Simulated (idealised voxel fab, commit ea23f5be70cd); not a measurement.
process module | voxel released beams
cross-section cut | 170 nm wide | cells 5 nm
A cross-section is a grid of square cells, given in bands from the top down. A band is one or more rows of cells.
Each band's line starts with the height of the band's top and of its bottom, in nm. Then come its materials from left to right, each with its width in nm. One material with "throughout" fills the band from edge to edge. "air" is empty space.
Height 0 is the level under which the wafer as received is all one material. The lowest band goes on downwards, as in "0 down".
A width such as "30 to 40" changes by the same amount from each row of cells to the next, from the band's top row to its bottom row.
"no change" after a step means that no cell of the cross-section changed.
closed voids: empty space of 8 cells or more with no open way to the top, each as width x height at its distance from the left edge, in nm
after a step's settings: what the simulator itself notes on the step
overlay nm, on a step with a mask: how far to the right of its planned place the mask lay; to the left if negative
plan
1 op RECEIVE | material Si
2 op CONFORMAL_DEP | material SiN | thk nm 10
3 op DIRECTIONAL_DEP | material SiO2 | thk nm 10
4 op MASKED_ETCH | tone open | mask id ANCHOR | width nm 45 | etch materials SiO2 | depth nm 10 | overlay nm 0
5 op CONFORMAL_DEP | material W | thk nm 15
6 op MASKED_ETCH | tone cover | mask id BEAM | width nm 105 | etch materials W | depth nm 15 | overlay nm 0
7 op STRIP | etch materials SiO2
as received, after step 1
  0 down: Si throughout
  closed voids: none
a wafer at the end: this start, this plan, one mistake
  35 to 25: air 35 | W 15 | air 15 | W 65 | air 40
  25 to 20: air 35 | W 95 | air 40
  20 to 10: air 35 | W 45 | air 90
  10 to 0: SiN throughout
  0 down: Si throughout
  closed voids: none
what went wrong: step 6 ran as: op MASKED_ETCH | tone cover | mask id BEAM | width nm 95 | etch materials W | depth nm 15 | overlay nm 0
